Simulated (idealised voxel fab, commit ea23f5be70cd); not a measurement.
process module | voxel self aligned vias
cross-section cut | 190 nm wide | cells 5 nm
A cross-section is a grid of square cells, given in bands from the top down. A band is one or more rows of cells.
Each band's line starts with the height of the band's top and of its bottom, in nm. Then come its materials from left to right, each with its width in nm. One material with "throughout" fills the band from edge to edge. "air" is empty space.
Height 0 is the level under which the wafer as received is all one material. The lowest band goes on downwards, as in "0 down".
A width such as "30 to 40" changes by the same amount from each row of cells to the next, from the band's top row to its bottom row.
"no change" after a step means that no cell of the cross-section changed.
closed voids: empty space of 8 cells or more with no open way to the top, each as width x height at its distance from the left edge, in nm
after a step's settings: what the simulator itself notes on the step
overlay nm, on a step with a mask: how far to the right of its planned place the mask lay; to the left if negative
Each pair below shows a cross-section before one step and the cross-section after it, down to the lowest band that changed. The line under each pair gives the step between them, with its settings. The pairs can come from different runs of this module on the same starting wafer, so a pair continues from the pair above only where its "before" says so.
before
  0 down: Si throughout
  closed voids: none
after
  15 to 0: SiO2 throughout
  below 0: unchanged
  closed voids: none
the step between: op CONFORMAL_DEP | material SiO2 | thk nm 15
before: the cross-section after the pair above
after
  20 to 15: SiCN throughout
  below 15: unchanged
  closed voids: none
the step between: op CONFORMAL_DEP | material SiCN | thk nm 5
before: the cross-section after the pair above
after
  45 to 20: lowk throughout
  below 20: unchanged
  closed voids: none
the step between: op DIRECTIONAL_DEP | material lowk | thk nm 25
before: the cross-section after the pair above
after
  65 to 45: resist 20 | air 30 | resist 30 | air 30 | resist 30 | air 30 | resist 20
  below 45: unchanged
  closed voids: none
the step between: op PATTERN | tone open | mask id LINES | material resist | width nm 30 | pitch nm 60 | thk nm 20 | overlay nm 0
before: the cross-section after the pair above
after
  65 to 45: resist 20 | air 30 | resist 30 | air 30 | resist 30 | air 30 | resist 20
  45 to 20: lowk 20 | air 30 | lowk 30 | air 30 | lowk 30 | air 30 | lowk 20
  below 20: unchanged
  closed voids: none
the step between: op DIRECTIONAL_ETCH | etch materials lowk | depth nm 25
before: the cross-section after the pair above
after
  45 to 20: lowk 20 | air 30 | lowk 30 | air 30 | lowk 30 | air 30 | lowk 20
  below 20: unchanged
  closed voids: none
the step between: op STRIP | etch materials resist
before: the cross-section after the pair above
after
  50 to 45: TiN 25 | air 20 | TiN 40 | air 20 | TiN 40 | air 20 | TiN 25
  45 to 25: lowk 20 | TiN 5 | air 20 | TiN 5 | lowk 30 | TiN 5 | air 20 | TiN 5 | lowk 30 | TiN 5 | air 20 | TiN 5 | lowk 20
  25 to 20: lowk 20 | TiN 30 | lowk 30 | TiN 30 | lowk 30 | TiN 30 | lowk 20
  below 20: unchanged
  closed voids: none
the step between: op CONFORMAL_DEP | material TiN | thk nm 5
before: the cross-section after the pair above
after
  60 to 50: Ru throughout
  50 to 45: TiN 25 | Ru 20 | TiN 40 | Ru 20 | TiN 40 | Ru 20 | TiN 25
  45 to 25: lowk 20 | TiN 5 | Ru 20 | TiN 5 | lowk 30 | TiN 5 | Ru 20 | TiN 5 | lowk 30 | TiN 5 | Ru 20 | TiN 5 | lowk 20
  below 25: unchanged
  closed voids: none
the step between: op FILL_DEP | material Ru | thk nm 10
before: the cross-section after the pair above
after
  45 to 25: lowk 20 | TiN 5 | Ru 20 | TiN 5 | lowk 30 | TiN 5 | Ru 20 | TiN 5 | lowk 30 | TiN 5 | Ru 20 | TiN 5 | lowk 20
  below 25: unchanged
  closed voids: none
the step between: op CMP | height nm 45
before: the cross-section after the pair above
after
  45 to 35: lowk 20 | air 30 | lowk 30 | air 30 | lowk 30 | air 30 | lowk 20
  below 35: unchanged
  closed voids: none
the step between: op SELECTIVE_ETCH | etch materials W Ru TiN | depth nm 10
before: the cross-section after the pair above
after
  50 to 45: SiN throughout
  45 to 35: lowk 20 | SiN 30 | lowk 30 | SiN 30 | lowk 30 | SiN 30 | lowk 20
  below 35: unchanged
  closed voids: none
the step between: op FILL_DEP | material SiN | thk nm 5
before: the cross-section after the pair above
after
  45 to 35: lowk 20 | SiN 30 | lowk 30 | SiN 30 | lowk 30 | SiN 30 | lowk 20
  below 35: unchanged
  closed voids: none
the step between: op CMP | height nm 45
before: the cross-section after the pair above
after
  65 to 45: lowk throughout
  below 45: unchanged
  closed voids: none
the step between: op DIRECTIONAL_DEP | material lowk | thk nm 20
before: the cross-section after the pair above
after
  85 to 65: resist 15 | air 40 | resist 20 | air 40 | resist 20 | air 40 | resist 15
  below 65: unchanged
  closed voids: none
the step between: op PATTERN | tone open | mask id VIAS | material resist | width nm 40 | pitch nm 60 | thk nm 20 | overlay nm 0
before: the cross-section after the pair above
after
  85 to 65: resist 15 | air 40 | resist 20 | air 40 | resist 20 | air 40 | resist 15
  65 to 45: lowk 15 | air 40 | lowk 20 | air 40 | lowk 20 | air 40 | lowk 15
  below 45: unchanged
  closed voids: none
the step between: op DIRECTIONAL_ETCH | etch materials lowk | depth nm 20
before: the cross-section after the pair above
after
  85 to 65: resist 15 | air 40 | resist 20 | air 40 | resist 20 | air 40 | resist 15
  65 to 45: lowk 15 | air 40 | lowk 20 | air 40 | lowk 20 | air 40 | lowk 15
  45 to 35: lowk 20 | air 30 | lowk 30 | air 30 | lowk 30 | air 30 | lowk 20
  below 35: unchanged
  closed voids: none
the step between: op DIRECTIONAL_ETCH | etch materials SiN | depth nm 10
before: the cross-section after the pair above
after
  65 to 45: lowk 15 | air 40 | lowk 20 | air 40 | lowk 20 | air 40 | lowk 15
  below 45: unchanged
  closed voids: none
the step between: op STRIP | etch materials resist
before: the cross-section after the pair above
after
  70 to 65: TiN 20 | air 30 | TiN 30 | air 30 | TiN 30 | air 30 | TiN 20
  65 to 50: lowk 15 | TiN 5 | air 30 | TiN 5 | lowk 20 | TiN 5 | air 30 | TiN 5 | lowk 20 | TiN 5 | air 30 | TiN 5 | lowk 15
  50 to 40: lowk 15 to 20 | TiN 10 to 5 | air 20 | TiN 10 to 5 | lowk 20 to 30 | TiN 10 to 5 | air 20 | TiN 10 to 5 | lowk 20 to 30 | TiN 10 to 5 | air 20 | TiN 10 to 5 | lowk 15 to 20
  40 to 35: lowk 20 | TiN 30 | lowk 30 | TiN 30 | lowk 30 | TiN 30 | lowk 20
  below 35: unchanged
  closed voids: none
the step between: op CONFORMAL_DEP | material TiN | thk nm 5
before: the cross-section after the pair above
after
  80 to 70: Cu throughout
  70 to 65: TiN 20 | Cu 30 | TiN 30 | Cu 30 | TiN 30 | Cu 30 | TiN 20
  65 to 50: lowk 15 | TiN 5 | Cu 30 | TiN 5 | lowk 20 | TiN 5 | Cu 30 | TiN 5 | lowk 20 | TiN 5 | Cu 30 | TiN 5 | lowk 15
  50 to 40: lowk 15 to 20 | TiN 10 to 5 | Cu 20 | TiN 10 to 5 | lowk 20 to 30 | TiN 10 to 5 | Cu 20 | TiN 10 to 5 | lowk 20 to 30 | TiN 10 to 5 | Cu 20 | TiN 10 to 5 | lowk 15 to 20
  below 40: unchanged
  closed voids: none
the step between: op FILL_DEP | material Cu | thk nm 10
before: the cross-section after the pair above
after
  65 to 50: lowk 15 | TiN 5 | Cu 30 | TiN 5 | lowk 20 | TiN 5 | Cu 30 | TiN 5 | lowk 20 | TiN 5 | Cu 30 | TiN 5 | lowk 15
  below 50: unchanged
  closed voids: none
the step between: op CMP | height nm 65
before: the cross-section after the pair above
after
  70 to 65: SiN throughout
  below 65: unchanged
  closed voids: none
the step between: op CONFORMAL_DEP | material SiN | thk nm 5
before
  80 to 70: Cu throughout
  70 to 65: TiN 20 | Cu 30 | TiN 30 | Cu 30 | TiN 30 | Cu 30 | TiN 20
  65 to 50: lowk 15 | TiN 5 | Cu 30 | TiN 5 | lowk 20 | TiN 5 | Cu 30 | TiN 5 | lowk 20 | TiN 5 | Cu 30 | TiN 5 | lowk 15
  50 to 40: lowk 15 to 20 | TiN 10 to 5 | Cu 20 | TiN 10 to 5 | lowk 20 to 30 | TiN 10 to 5 | Cu 20 | TiN 10 to 5 | lowk 20 to 30 | TiN 10 to 5 | Cu 20 | TiN 10 to 5 | lowk 15 to 20
  40 to 35: lowk 20 | TiN 30 | lowk 30 | TiN 30 | lowk 30 | TiN 30 | lowk 20
  35 to 25: lowk 20 | TiN 5 | Ru 20 | TiN 5 | lowk 30 | TiN 5 | Ru 20 | TiN 5 | lowk 30 | TiN 5 | Ru 20 | TiN 5 | lowk 20
  25 to 20: lowk 20 | TiN 30 | lowk 30 | TiN 30 | lowk 30 | TiN 30 | lowk 20
  20 to 15: SiCN throughout
  15 to 0: SiO2 throughout
  0 down: Si throughout
  closed voids: none
after
  85 to 80: SiN throughout
  below 80: unchanged
  closed voids: none
the step between: op CONFORMAL_DEP | material SiN | thk nm 5
before
  15 to 0: SiO2 throughout
  0 down: Si throughout
  closed voids: none
after
  30 to 0: SiO2 throughout
  below 0: unchanged
  closed voids: none
the step between: op CONFORMAL_DEP | material SiO2 | thk nm 15
before: the cross-section after the pair above
after
  35 to 30: SiCN throughout
  below 30: unchanged
  closed voids: none
the step between: op CONFORMAL_DEP | material SiCN | thk nm 5
before: the cross-section after the pair above
after
  60 to 35: lowk throughout
  below 35: unchanged
  closed voids: none
the step between: op DIRECTIONAL_DEP | material lowk | thk nm 25
before: the cross-section after the pair above
after
  80 to 60: resist 20 | air 30 | resist 30 | air 30 | resist 30 | air 30 | resist 20
  below 60: unchanged
  closed voids: none
the step between: op PATTERN | tone open | mask id LINES | material resist | width nm 30 | pitch nm 60 | thk nm 20 | overlay nm 0
before: the cross-section after the pair above
after
  80 to 60: resist 20 | air 30 | resist 30 | air 30 | resist 30 | air 30 | resist 20
  60 to 35: lowk 20 | air 30 | lowk 30 | air 30 | lowk 30 | air 30 | lowk 20
  below 35: unchanged
  closed voids: none
the step between: op DIRECTIONAL_ETCH | etch materials lowk | depth nm 25
before: the cross-section after the pair above
after
  60 to 35: lowk 20 | air 30 | lowk 30 | air 30 | lowk 30 | air 30 | lowk 20
  below 35: unchanged
  closed voids: none
the step between: op STRIP | etch materials resist
before: the cross-section after the pair above
after
  65 to 60: TiN 25 | air 20 | TiN 40 | air 20 | TiN 40 | air 20 | TiN 25
  60 to 40: lowk 20 | TiN 5 | air 20 | TiN 5 | lowk 30 | TiN 5 | air 20 | TiN 5 | lowk 30 | TiN 5 | air 20 | TiN 5 | lowk 20
  40 to 35: lowk 20 | TiN 30 | lowk 30 | TiN 30 | lowk 30 | TiN 30 | lowk 20
  below 35: unchanged
  closed voids: none
the step between: op CONFORMAL_DEP | material TiN | thk nm 5
before: the cross-section after the pair above
after
  75 to 65: Ru throughout
  65 to 60: TiN 25 | Ru 20 | TiN 40 | Ru 20 | TiN 40 | Ru 20 | TiN 25
  60 to 40: lowk 20 | TiN 5 | Ru 20 | TiN 5 | lowk 30 | TiN 5 | Ru 20 | TiN 5 | lowk 30 | TiN 5 | Ru 20 | TiN 5 | lowk 20
  below 40: unchanged
  closed voids: none
the step between: op FILL_DEP | material Ru | thk nm 10
before: the cross-section after the pair above
after
  45 to 40: lowk 20 | TiN 5 | Ru 20 | TiN 5 | lowk 30 | TiN 5 | Ru 20 | TiN 5 | lowk 30 | TiN 5 | Ru 20 | TiN 5 | lowk 20
  below 40: unchanged
  closed voids: none
the step between: op CMP | height nm 45
before: the cross-section after the pair above
after
  45 to 35: lowk 20 | air 30 | lowk 30 | air 30 | lowk 30 | air 30 | lowk 20
  below 35: unchanged
  closed voids: none
the step between: op SELECTIVE_ETCH | etch materials W Ru TiN | depth nm 10
before: the cross-section after the pair above
after
  50 to 45: SiN throughout
  45 to 35: lowk 20 | SiN 30 | lowk 30 | SiN 30 | lowk 30 | SiN 30 | lowk 20
  below 35: unchanged
  closed voids: none
the step between: op FILL_DEP | material SiN | thk nm 5
before: the cross-section after the pair above
after
  45 to 35: lowk 20 | SiN 30 | lowk 30 | SiN 30 | lowk 30 | SiN 30 | lowk 20
  below 35: unchanged
  closed voids: none
the step between: op CMP | height nm 45
before: the cross-section after the pair above
after
  65 to 45: lowk throughout
  below 45: unchanged
  closed voids: none
the step between: op DIRECTIONAL_DEP | material lowk | thk nm 20
before: the cross-section after the pair above
after
  85 to 65: resist 15 | air 40 | resist 20 | air 40 | resist 20 | air 40 | resist 15
  below 65: unchanged
  closed voids: none
the step between: op PATTERN | tone open | mask id VIAS | material resist | width nm 40 | pitch nm 60 | thk nm 20 | overlay nm 0
before: the cross-section after the pair above
after
  85 to 65: resist 15 | air 40 | resist 20 | air 40 | resist 20 | air 40 | resist 15
  65 to 45: lowk 15 | air 40 | lowk 20 | air 40 | lowk 20 | air 40 | lowk 15
  below 45: unchanged
  closed voids: none
the step between: op DIRECTIONAL_ETCH | etch materials lowk | depth nm 20
before: the cross-section after the pair above
after
  85 to 65: resist 15 | air 40 | resist 20 | air 40 | resist 20 | air 40 | resist 15
  65 to 45: lowk 15 | air 40 | lowk 20 | air 40 | lowk 20 | air 40 | lowk 15
  45 to 35: lowk 20 | air 30 | lowk 30 | air 30 | lowk 30 | air 30 | lowk 20
  below 35: unchanged
  closed voids: none
the step between: op DIRECTIONAL_ETCH | etch materials SiN | depth nm 10
before: the cross-section after the pair above
after
  65 to 45: lowk 15 | air 40 | lowk 20 | air 40 | lowk 20 | air 40 | lowk 15
  below 45: unchanged
  closed voids: none
the step between: op STRIP | etch materials resist
before: the cross-section after the pair above
after
  70 to 65: TiN 20 | air 30 | TiN 30 | air 30 | TiN 30 | air 30 | TiN 20
  65 to 50: lowk 15 | TiN 5 | air 30 | TiN 5 | lowk 20 | TiN 5 | air 30 | TiN 5 | lowk 20 | TiN 5 | air 30 | TiN 5 | lowk 15
  50 to 40: lowk 15 to 20 | TiN 10 to 5 | air 20 | TiN 10 to 5 | lowk 20 to 30 | TiN 10 to 5 | air 20 | TiN 10 to 5 | lowk 20 to 30 | TiN 10 to 5 | air 20 | TiN 10 to 5 | lowk 15 to 20
  40 to 35: lowk 20 | TiN 30 | lowk 30 | TiN 30 | lowk 30 | TiN 30 | lowk 20
  below 35: unchanged
  closed voids: none
the step between: op CONFORMAL_DEP | material TiN | thk nm 5
before: the cross-section after the pair above
after
  80 to 70: Cu throughout
  70 to 65: TiN 20 | Cu 30 | TiN 30 | Cu 30 | TiN 30 | Cu 30 | TiN 20
  65 to 50: lowk 15 | TiN 5 | Cu 30 | TiN 5 | lowk 20 | TiN 5 | Cu 30 | TiN 5 | lowk 20 | TiN 5 | Cu 30 | TiN 5 | lowk 15
  50 to 40: lowk 15 to 20 | TiN 10 to 5 | Cu 20 | TiN 10 to 5 | lowk 20 to 30 | TiN 10 to 5 | Cu 20 | TiN 10 to 5 | lowk 20 to 30 | TiN 10 to 5 | Cu 20 | TiN 10 to 5 | lowk 15 to 20
  below 40: unchanged
  closed voids: none
the step between: op FILL_DEP | material Cu | thk nm 10
before: the cross-section after the pair above
after
  65 to 50: lowk 15 | TiN 5 | Cu 30 | TiN 5 | lowk 20 | TiN 5 | Cu 30 | TiN 5 | lowk 20 | TiN 5 | Cu 30 | TiN 5 | lowk 15
  below 50: unchanged
  closed voids: none
the step between: op CMP | height nm 65
before: the cross-section after the pair above
after
  70 to 65: SiN throughout
  below 65: unchanged
  closed voids: none
the step between: op CONFORMAL_DEP | material SiN | thk nm 5
before
  15 to 0: SiO2 throughout
  0 down: Si throughout
  closed voids: none
after
  40 to 15: lowk throughout
  below 15: unchanged
  closed voids: none
the step between: op DIRECTIONAL_DEP | material lowk | thk nm 25
before: the cross-section after the pair above
after
  45 to 40: SiCN throughout
  below 40: unchanged
  closed voids: none
the step between: op CONFORMAL_DEP | material SiCN | thk nm 5
before: the cross-section after the pair above
after
  65 to 45: resist 20 | air 30 | resist 30 | air 30 | resist 30 | air 30 | resist 20
  below 45: unchanged
  closed voids: none
the step between: op PATTERN | tone open | mask id LINES | material resist | width nm 30 | pitch nm 60 | thk nm 20 | overlay nm 0
before: the cross-section after the pair above
after
  45 to 40: SiCN throughout
  below 40: unchanged
  closed voids: none
the step between: op STRIP | etch materials resist
before: the cross-section after the pair above
after
  50 to 45: TiN throughout
  below 45: unchanged
  closed voids: none
the step between: op CONFORMAL_DEP | material TiN | thk nm 5
before: the cross-section after the pair above
after
  60 to 50: Ru throughout
  below 50: unchanged
  closed voids: none
the step between: op FILL_DEP | material Ru | thk nm 10
before: the cross-section after the pair above
after
  45 to 40: SiCN throughout
  below 40: unchanged
  closed voids: none
the step between: op CMP | height nm 45
before: the cross-section after the pair above
after
  50 to 45: SiN throughout
  below 45: unchanged
  closed voids: none
the step between: op FILL_DEP | material SiN | thk nm 5
before: the cross-section after the pair above
after
  45 to 40: SiCN throughout
  below 40: unchanged
  closed voids: none
the step between: op CMP | height nm 45
before: the cross-section after the pair above
after
  65 to 45: lowk throughout
  below 45: unchanged
  closed voids: none
the step between: op DIRECTIONAL_DEP | material lowk | thk nm 20
before: the cross-section after the pair above
after
  85 to 65: resist 15 | air 40 | resist 20 | air 40 | resist 20 | air 40 | resist 15
  below 65: unchanged
  closed voids: none
the step between: op PATTERN | tone open | mask id VIAS | material resist | width nm 40 | pitch nm 60 | thk nm 20 | overlay nm 0
before: the cross-section after the pair above
after
  85 to 65: resist 15 | air 40 | resist 20 | air 40 | resist 20 | air 40 | resist 15
  65 to 45: lowk 15 | air 40 | lowk 20 | air 40 | lowk 20 | air 40 | lowk 15
  below 45: unchanged
  closed voids: none
the step between: op DIRECTIONAL_ETCH | etch materials lowk | depth nm 20
before: the cross-section after the pair above
after
  65 to 45: lowk 15 | air 40 | lowk 20 | air 40 | lowk 20 | air 40 | lowk 15
  below 45: unchanged
  closed voids: none
the step between: op STRIP | etch materials resist
before: the cross-section after the pair above
after
  70 to 65: TiN 20 | air 30 | TiN 30 | air 30 | TiN 30 | air 30 | TiN 20
  65 to 50: lowk 15 | TiN 5 | air 30 | TiN 5 | lowk 20 | TiN 5 | air 30 | TiN 5 | lowk 20 | TiN 5 | air 30 | TiN 5 | lowk 15
  50 to 45: lowk 15 | TiN 40 | lowk 20 | TiN 40 | lowk 20 | TiN 40 | lowk 15
  below 45: unchanged
  closed voids: none
the step between: op CONFORMAL_DEP | material TiN | thk nm 5
before: the cross-section after the pair above
after
  80 to 70: Cu throughout
  70 to 65: TiN 20 | Cu 30 | TiN 30 | Cu 30 | TiN 30 | Cu 30 | TiN 20
  65 to 50: lowk 15 | TiN 5 | Cu 30 | TiN 5 | lowk 20 | TiN 5 | Cu 30 | TiN 5 | lowk 20 | TiN 5 | Cu 30 | TiN 5 | lowk 15
  below 50: unchanged
  closed voids: none
the step between: op FILL_DEP | material Cu | thk nm 10
before: the cross-section after the pair above
after
  65 to 50: lowk 15 | TiN 5 | Cu 30 | TiN 5 | lowk 20 | TiN 5 | Cu 30 | TiN 5 | lowk 20 | TiN 5 | Cu 30 | TiN 5 | lowk 15
  below 50: unchanged
  closed voids: none
the step between: op CMP | height nm 65
before: the cross-section after the pair above
after
  70 to 65: SiN throughout
  below 65: unchanged
  closed voids: none
the step between: op CONFORMAL_DEP | material SiN | thk nm 5
before
  80 to 70: Cu throughout
  70 to 65: TiN 20 | Cu 30 | TiN 30 | Cu 30 | TiN 30 | Cu 30 | TiN 20
  65 to 50: lowk 15 | TiN 5 | Cu 30 | TiN 5 | lowk 20 | TiN 5 | Cu 30 | TiN 5 | lowk 20 | TiN 5 | Cu 30 | TiN 5 | lowk 15
  50 to 40: lowk 15 to 20 | TiN 10 to 5 | Cu 20 | TiN 10 to 5 | lowk 20 to 30 | TiN 10 to 5 | Cu 20 | TiN 10 to 5 | lowk 20 to 30 | TiN 10 to 5 | Cu 20 | TiN 10 to 5 | lowk 15 to 20
  40 to 35: lowk 20 | TiN 30 | lowk 30 | TiN 30 | lowk 30 | TiN 30 | lowk 20
  35 to 25: lowk 20 | TiN 5 | Ru 20 | TiN 5 | lowk 30 | TiN 5 | Ru 20 | TiN 5 | lowk 30 | TiN 5 | Ru 20 | TiN 5 | lowk 20
  25 to 20: lowk 20 | TiN 30 | lowk 30 | TiN 30 | lowk 30 | TiN 30 | lowk 20
  20 to 15: SiCN throughout
  15 to 0: SiO2 throughout
  0 down: Si throughout
  closed voids: none
after
  60 to 50: lowk 15 | TiN 5 | Cu 30 | TiN 5 | lowk 20 | TiN 5 | Cu 30 | TiN 5 | lowk 20 | TiN 5 | Cu 30 | TiN 5 | lowk 15
  below 50: unchanged
  closed voids: none
the step between: op CMP | height nm 60
before: the cross-section after the pair above
after
  65 to 60: SiN throughout
  below 60: unchanged
  closed voids: none
the step between: op CONFORMAL_DEP | material SiN | thk nm 5
before
  45 to 20: lowk throughout
  20 to 15: SiCN throughout
  15 to 0: SiO2 throughout
  0 down: Si throughout
  closed voids: none
after
  65 to 45: resist 25 | air 20 | resist 40 | air 20 | resist 40 | air 20 | resist 25
  below 45: unchanged
  closed voids: none
the step between: op PATTERN | tone open | mask id LINES | material resist | width nm 20 | pitch nm 60 | thk nm 20 | overlay nm 0
before: the cross-section after the pair above
after
  65 to 45: resist 25 | air 20 | resist 40 | air 20 | resist 40 | air 20 | resist 25
  45 to 20: lowk 25 | air 20 | lowk 40 | air 20 | lowk 40 | air 20 | lowk 25
  below 20: unchanged
  closed voids: none
the step between: op DIRECTIONAL_ETCH | etch materials lowk | depth nm 25
before: the cross-section after the pair above
after
  45 to 20: lowk 25 | air 20 | lowk 40 | air 20 | lowk 40 | air 20 | lowk 25
  below 20: unchanged
  closed voids: none
the step between: op STRIP | etch materials resist
before: the cross-section after the pair above
after
  50 to 45: TiN 30 | air 10 | TiN 50 | air 10 | TiN 50 | air 10 | TiN 30
  45 to 25: lowk 25 | TiN 5 | air 10 | TiN 5 | lowk 40 | TiN 5 | air 10 | TiN 5 | lowk 40 | TiN 5 | air 10 | TiN 5 | lowk 25
  25 to 20: lowk 25 | TiN 20 | lowk 40 | TiN 20 | lowk 40 | TiN 20 | lowk 25
  below 20: unchanged
  closed voids: none
the step between: op CONFORMAL_DEP | material TiN | thk nm 5
before: the cross-section after the pair above
after
  60 to 50: Ru throughout
  50 to 45: TiN 30 | Ru 10 | TiN 50 | Ru 10 | TiN 50 | Ru 10 | TiN 30
  45 to 25: lowk 25 | TiN 5 | Ru 10 | TiN 5 | lowk 40 | TiN 5 | Ru 10 | TiN 5 | lowk 40 | TiN 5 | Ru 10 | TiN 5 | lowk 25
  below 25: unchanged
  closed voids: none
the step between: op FILL_DEP | material Ru | thk nm 10
before: the cross-section after the pair above
after
  45 to 25: lowk 25 | TiN 5 | Ru 10 | TiN 5 | lowk 40 | TiN 5 | Ru 10 | TiN 5 | lowk 40 | TiN 5 | Ru 10 | TiN 5 | lowk 25
  below 25: unchanged
  closed voids: none
the step between: op CMP | height nm 45
before: the cross-section after the pair above
after
  45 to 35: lowk 25 | air 20 | lowk 40 | air 20 | lowk 40 | air 20 | lowk 25
  below 35: unchanged
  closed voids: none
the step between: op SELECTIVE_ETCH | etch materials W Ru TiN | depth nm 10
before: the cross-section after the pair above
after
  50 to 45: SiN throughout
  45 to 35: lowk 25 | SiN 20 | lowk 40 | SiN 20 | lowk 40 | SiN 20 | lowk 25
  below 35: unchanged
  closed voids: none
the step between: op FILL_DEP | material SiN | thk nm 5
before: the cross-section after the pair above
after
  45 to 35: lowk 25 | SiN 20 | lowk 40 | SiN 20 | lowk 40 | SiN 20 | lowk 25
  below 35: unchanged
  closed voids: none
the step between: op CMP | height nm 45
before: the cross-section after the pair above
after
  65 to 45: lowk throughout
  below 45: unchanged
  closed voids: none
the step between: op DIRECTIONAL_DEP | material lowk | thk nm 20
before: the cross-section after the pair above
after
  85 to 65: resist 15 | air 40 | resist 20 | air 40 | resist 20 | air 40 | resist 15
  below 65: unchanged
  closed voids: none
the step between: op PATTERN | tone open | mask id VIAS | material resist | width nm 40 | pitch nm 60 | thk nm 20 | overlay nm 0
before: the cross-section after the pair above
after
  85 to 65: resist 15 | air 40 | resist 20 | air 40 | resist 20 | air 40 | resist 15
  65 to 45: lowk 15 | air 40 | lowk 20 | air 40 | lowk 20 | air 40 | lowk 15
  below 45: unchanged
  closed voids: none
the step between: op DIRECTIONAL_ETCH | etch materials lowk | depth nm 20
before: the cross-section after the pair above
after
  85 to 65: resist 15 | air 40 | resist 20 | air 40 | resist 20 | air 40 | resist 15
  65 to 45: lowk 15 | air 40 | lowk 20 | air 40 | lowk 20 | air 40 | lowk 15
  45 to 35: lowk 25 | air 20 | lowk 40 | air 20 | lowk 40 | air 20 | lowk 25
  below 35: unchanged
  closed voids: none
the step between: op DIRECTIONAL_ETCH | etch materials SiN | depth nm 10
before: the cross-section after the pair above
after
  65 to 45: lowk 15 | air 40 | lowk 20 | air 40 | lowk 20 | air 40 | lowk 15
  below 45: unchanged
  closed voids: none
the step between: op STRIP | etch materials resist
before: the cross-section after the pair above
after
  70 to 65: TiN 20 | air 30 | TiN 30 | air 30 | TiN 30 | air 30 | TiN 20
  65 to 50: lowk 15 | TiN 5 | air 30 | TiN 5 | lowk 20 | TiN 5 | air 30 | TiN 5 | lowk 20 | TiN 5 | air 30 | TiN 5 | lowk 15
  50 to 40: lowk 15 to 25 | TiN 15 to 5 | air 10 | TiN 15 to 5 | lowk 20 to 40 | TiN 15 to 5 | air 10 | TiN 15 to 5 | lowk 20 to 40 | TiN 15 to 5 | air 10 | TiN 15 to 5 | lowk 15 to 25
  40 to 35: lowk 25 | TiN 20 | lowk 40 | TiN 20 | lowk 40 | TiN 20 | lowk 25
  below 35: unchanged
  closed voids: none
the step between: op CONFORMAL_DEP | material TiN | thk nm 5
before: the cross-section after the pair above
after
  80 to 70: Cu throughout
  70 to 65: TiN 20 | Cu 30 | TiN 30 | Cu 30 | TiN 30 | Cu 30 | TiN 20
  65 to 50: lowk 15 | TiN 5 | Cu 30 | TiN 5 | lowk 20 | TiN 5 | Cu 30 | TiN 5 | lowk 20 | TiN 5 | Cu 30 | TiN 5 | lowk 15
  50 to 40: lowk 15 to 25 | TiN 15 to 5 | Cu 10 | TiN 15 to 5 | lowk 20 to 40 | TiN 15 to 5 | Cu 10 | TiN 15 to 5 | lowk 20 to 40 | TiN 15 to 5 | Cu 10 | TiN 15 to 5 | lowk 15 to 25
  below 40: unchanged
  closed voids: none
the step between: op FILL_DEP | material Cu | thk nm 10
before: the cross-section after the pair above
after
  65 to 50: lowk 15 | TiN 5 | Cu 30 | TiN 5 | lowk 20 | TiN 5 | Cu 30 | TiN 5 | lowk 20 | TiN 5 | Cu 30 | TiN 5 | lowk 15
  below 50: unchanged
  closed voids: none
the step between: op CMP | height nm 65
before: the cross-section after the pair above
after
  70 to 65: SiN throughout
  below 65: unchanged
  closed voids: none
the step between: op CONFORMAL_DEP | material SiN | thk nm 5
before
  45 to 20: lowk throughout
  20 to 15: SiCN throughout
  15 to 0: SiO2 throughout
  0 down: Si throughout
  closed voids: none
after
  65 to 45: resist 25 | air 30 | resist 30 | air 30 | resist 30 | air 30 | resist 15
  below 45: unchanged
  closed voids: none
the step between: op PATTERN | tone open | mask id LINES | material resist | width nm 30 | pitch nm 60 | thk nm 20 | overlay nm 5
before: the cross-section after the pair above
after
  65 to 45: resist 25 | air 30 | resist 30 | air 30 | resist 30 | air 30 | resist 15
  45 to 20: lowk 25 | air 30 | lowk 30 | air 30 | lowk 30 | air 30 | lowk 15
  below 20: unchanged
  closed voids: none
the step between: op DIRECTIONAL_ETCH | etch materials lowk | depth nm 25
before: the cross-section after the pair above
after
  45 to 20: lowk 25 | air 30 | lowk 30 | air 30 | lowk 30 | air 30 | lowk 15
  below 20: unchanged
  closed voids: none
the step between: op STRIP | etch materials resist
before: the cross-section after the pair above
after
  50 to 45: TiN 30 | air 20 | TiN 40 | air 20 | TiN 40 | air 20 | TiN 20
  45 to 25: lowk 25 | TiN 5 | air 20 | TiN 5 | lowk 30 | TiN 5 | air 20 | TiN 5 | lowk 30 | TiN 5 | air 20 | TiN 5 | lowk 15
  25 to 20: lowk 25 | TiN 30 | lowk 30 | TiN 30 | lowk 30 | TiN 30 | lowk 15
  below 20: unchanged
  closed voids: none
the step between: op CONFORMAL_DEP | material TiN | thk nm 5
before: the cross-section after the pair above
after
  60 to 50: Ru throughout
  50 to 45: TiN 30 | Ru 20 | TiN 40 | Ru 20 | TiN 40 | Ru 20 | TiN 20
  45 to 25: lowk 25 | TiN 5 | Ru 20 | TiN 5 | lowk 30 | TiN 5 | Ru 20 | TiN 5 | lowk 30 | TiN 5 | Ru 20 | TiN 5 | lowk 15
  below 25: unchanged
  closed voids: none
the step between: op FILL_DEP | material Ru | thk nm 10
before: the cross-section after the pair above
after
  45 to 25: lowk 25 | TiN 5 | Ru 20 | TiN 5 | lowk 30 | TiN 5 | Ru 20 | TiN 5 | lowk 30 | TiN 5 | Ru 20 | TiN 5 | lowk 15
  below 25: unchanged
  closed voids: none
the step between: op CMP | height nm 45
before: the cross-section after the pair above
after
  45 to 35: lowk 25 | air 30 | lowk 30 | air 30 | lowk 30 | air 30 | lowk 15
  below 35: unchanged
  closed voids: none
the step between: op SELECTIVE_ETCH | etch materials W Ru TiN | depth nm 10
before: the cross-section after the pair above
after
  50 to 45: SiN throughout
  45 to 35: lowk 25 | SiN 30 | lowk 30 | SiN 30 | lowk 30 | SiN 30 | lowk 15
  below 35: unchanged
  closed voids: none
the step between: op FILL_DEP | material SiN | thk nm 5
before: the cross-section after the pair above
after
  45 to 35: lowk 25 | SiN 30 | lowk 30 | SiN 30 | lowk 30 | SiN 30 | lowk 15
  below 35: unchanged
  closed voids: none
the step between: op CMP | height nm 45
before: the cross-section after the pair above
after
  65 to 45: lowk throughout
  below 45: unchanged
  closed voids: none
the step between: op DIRECTIONAL_DEP | material lowk | thk nm 20
before: the cross-section after the pair above
after
  85 to 65: resist 15 | air 40 | resist 20 | air 40 | resist 20 | air 40 | resist 15
  below 65: unchanged
  closed voids: none
the step between: op PATTERN | tone open | mask id VIAS | material resist | width nm 40 | pitch nm 60 | thk nm 20 | overlay nm 0
before: the cross-section after the pair above
after
  85 to 65: resist 15 | air 40 | resist 20 | air 40 | resist 20 | air 40 | resist 15
  65 to 45: lowk 15 | air 40 | lowk 20 | air 40 | lowk 20 | air 40 | lowk 15
  below 45: unchanged
  closed voids: none
the step between: op DIRECTIONAL_ETCH | etch materials lowk | depth nm 20
